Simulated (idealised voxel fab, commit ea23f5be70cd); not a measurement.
Presented below is a process module, voxel self aligned contacts.
The cross-section on display is named cut; it measures 155 nm wide, and its cells are 5 nm squares.
The cross-sections in this document take the form of a grid made of square cells. They are written out as bands, in order from top to bottom. Each band consists of one or more rows of cells.
First you get the band's top height and its bottom height, in nm, and then the materials it's made of, left to right, with each width in nm. If you see a single material with "edge to edge", that one covers the band edge to edge. "empty" is empty space.
A quick word on heights: they are counted from 0, and under that level the wafer as it came to us is one material throughout. The lowest band is different from the rest in having no bottom; it simply continues downward, written as in "0 and below".
Top row gets the first number, bottom row gets the second, and each row in between changes by the same step: that is how a band width like "30 to 40" works.
"stayed the same" for a step: no cell of the cross-section changed in that step.
Look at "closed voids" for the closed voids: empty spaces with no open path to the top, sized 8 cells or up. Each is width x height at distance, distance from the left edge, all nm.
Note: text after step settings on the step line = simulator remark on that step.
The line of a step may include "overlay nm". On a step with a mask, this value is how far to the right of its planned place the mask lay. A negative value means the mask lay to the left.

**List of planned process steps**
1. RECEIVE with material Si
2. CONFORMAL_DEP with material SiO2, thk nm 5
3. DIRECTIONAL_DEP with material polySi, thk nm 20
4. DIRECTIONAL_DEP with material SiN, thk nm 15
5. PATTERN with tone cover, mask id GATE, material resist, width nm 30, pitch nm 55, thk nm 20, overlay nm 0
6. DIRECTIONAL_ETCH with etch materials SiN, depth nm 15
7. DIRECTIONAL_ETCH with etch materials polySi, depth nm 20
8. STRIP with etch materials resist
9. CONFORMAL_DEP with material SiN, thk nm 5
10. DIRECTIONAL_ETCH with etch materials SiN, depth nm 5
11. FILL_DEP with material SiO2, thk nm 10
12. CMP with height nm 45
13. DIRECTIONAL_DEP with material aC, thk nm 10
14. PATTERN with tone open, mask id CONTACT, material resist, width nm 35, thk nm 30, overlay nm 0
15. DIRECTIONAL_ETCH with etch materials aC, depth nm 10
16. STRIP with etch materials resist
17. DIRECTIONAL_ETCH with etch materials SiO2, depth nm 45
18. STRIP with etch materials aC
19. CONFORMAL_DEP with material TiN, thk nm 5
20. FILL_DEP with material W, thk nm 10
21. CMP with height nm 45
22. CONFORMAL_DEP with material SiCN, thk nm 5

**The following pertains to the first of two wafers, which was processed as planned**

**Cross-section of the wafer as it came to us, i.e., already through step 1**
0 and below | Si edge to edge
closed voids: none

**Step 2 done - wafer cross-section**
5 down to 0 | SiO2 edge to edge
Lower than 0, everything is as it was.

**Step 3 done - wafer cross-section**
25 down to 5 | polySi edge to edge
Lower than 5, everything is as it was.

**Step 4 done - wafer cross-section**
40 down to 25 | SiN edge to edge
Lower than 25, everything is as it was.

**Step 5 done - wafer cross-section**
60 down to 40 | empty: 35 / resist: 30 / empty: 25 / resist: 30 / empty: 35
Lower than 40, everything is as it was.

**Step 6 done - wafer cross-section**
60 down to 40 | empty: 35 / resist: 30 / empty: 25 / resist: 30 / empty: 35
40 down to 25 | empty: 35 / SiN: 30 / empty: 25 / SiN: 30 / empty: 35
Lower than 25, everything is as it was.

**Step 7 done - wafer cross-section**
60 down to 40 | empty: 35 / resist: 30 / empty: 25 / resist: 30 / empty: 35
40 down to 25 | empty: 35 / SiN: 30 / empty: 25 / SiN: 30 / empty: 35
25 down to 5 | empty: 35 / polySi: 30 / empty: 25 / polySi: 30 / empty: 35
Lower than 5, everything is as it was.

**Step 8 done - wafer cross-section**
40 down to 25 | empty: 35 / SiN: 30 / empty: 25 / SiN: 30 / empty: 35
Lower than 25, everything is as it was.

**Step 9 done - wafer cross-section**
45 down to 25 | empty: 30 / SiN: 40 / empty: 15 / SiN: 40 / empty: 30
25 down to 10 | empty: 30 / SiN: 5 / polySi: 30 / SiN: 5 / empty: 15 / SiN: 5 / polySi: 30 / SiN: 5 / empty: 30
10 down to 5 | SiN: 35 / polySi: 30 / SiN: 25 / polySi: 30 / SiN: 35
Lower than 5, everything is as it was.

**Step 10 done - wafer cross-section**
40 down to 25 | empty: 30 / SiN: 40 / empty: 15 / SiN: 40 / empty: 30
25 down to 5 | empty: 30 / SiN: 5 / polySi: 30 / SiN: 5 / empty: 15 / SiN: 5 / polySi: 30 / SiN: 5 / empty: 30
Lower than 5, everything is as it was.

**Step 11 done - wafer cross-section**
50 down to 40 | SiO2 edge to edge
40 down to 25 | SiO2: 30 / SiN: 40 / SiO2: 15 / SiN: 40 / SiO2: 30
25 down to 5 | SiO2: 30 / SiN: 5 / polySi: 30 / SiN: 5 / SiO2: 15 / SiN: 5 / polySi: 30 / SiN: 5 / SiO2: 30
Lower than 5, everything is as it was.

**Step 12 done - wafer cross-section**
45 down to 40 | SiO2 edge to edge
Lower than 40, everything is as it was.

**Step 13 done - wafer cross-section**
55 down to 45 | aC edge to edge
Lower than 45, everything is as it was.

**Step 14 done - wafer cross-section**
85 down to 55 | resist: 60 / empty: 35 / resist: 60
Lower than 55, everything is as it was.

**Step 15 done - wafer cross-section**
75 down to 55 | resist: 60 / empty: 35 / resist: 60
55 down to 45 | aC: 60 / empty: 35 / aC: 60
Lower than 45, everything is as it was.

**Step 16 done - wafer cross-section**
55 down to 45 | aC: 60 / empty: 35 / aC: 60
Lower than 45, everything is as it was.

**Step 17 done - wafer cross-section**
55 down to 45 | aC: 60 / empty: 35 / aC: 60
45 down to 40 | SiO2: 60 / empty: 35 / SiO2: 60
40 down to 25 | SiO2: 30 / SiN: 40 / empty: 15 / SiN: 40 / SiO2: 30
25 down to 5 | SiO2: 30 / SiN: 5 / polySi: 30 / SiN: 5 / empty: 15 / SiN: 5 / polySi: 30 / SiN: 5 / SiO2: 30
5 down to 0 | SiO2: 70 / empty: 15 / SiO2: 70
Lower than 0, everything is as it was.

**Step 18 done - wafer cross-section**
45 down to 40 | SiO2: 60 / empty: 35 / SiO2: 60
Lower than 40, everything is as it was.

**Step 19 done - wafer cross-section**
50 down to 45 | TiN: 65 / empty: 25 / TiN: 65
45 down to 40 | SiO2: 60 / TiN: 15 / empty: 5 / TiN: 15 / SiO2: 60
40 down to 25 | SiO2: 30 / SiN: 40 / TiN: 5 / empty: 5 / TiN: 5 / SiN: 40 / SiO2: 30
25 down to 5 | SiO2: 30 / SiN: 5 / polySi: 30 / SiN: 5 / TiN: 5 / empty: 5 / TiN: 5 / SiN: 5 / polySi: 30 / SiN: 5 / SiO2: 30
5 down to 0 | SiO2: 70 / TiN: 15 / SiO2: 70
Lower than 0, everything is as it was.

**Step 20 done - wafer cross-section**
60 down to 50 | W edge to edge
50 down to 45 | TiN: 65 / W: 25 / TiN: 65
45 down to 40 | SiO2: 60 / TiN: 15 / W: 5 / TiN: 15 / SiO2: 60
40 down to 25 | SiO2: 30 / SiN: 40 / TiN: 5 / W: 5 / TiN: 5 / SiN: 40 / SiO2: 30
25 down to 5 | SiO2: 30 / SiN: 5 / polySi: 30 / SiN: 5 / TiN: 5 / W: 5 / TiN: 5 / SiN: 5 / polySi: 30 / SiN: 5 / SiO2: 30
Lower than 5, everything is as it was.

**Step 21 done - wafer cross-section**
45 down to 40 | SiO2: 60 / TiN: 15 / W: 5 / TiN: 15 / SiO2: 60
Lower than 40, everything is as it was.

**Step 22 done - wafer cross-section**
50 down to 45 | SiCN edge to edge
Lower than 45, everything is as it was.

**The second wafer was prepared from the same starting point and under the same plan as the first; its processing contained one mistake, and it remains indistinguishable from the first wafer up to and including step 20**

Cross-sectional view of the second wafer at the intended end time of process step 21: stayed the same

**Cross-sectional view of the second wafer at the intended end time of process step 22**
65 down to 60 | SiCN edge to edge
Lower than 60, everything is as it was.
Short version of what went wrong: with respect to the plan, step 21 was omitted and not executed
FYI, end of process, the second wafer has more or fewer cells of some materials than the first: TiN: 26 more | W: 67 more
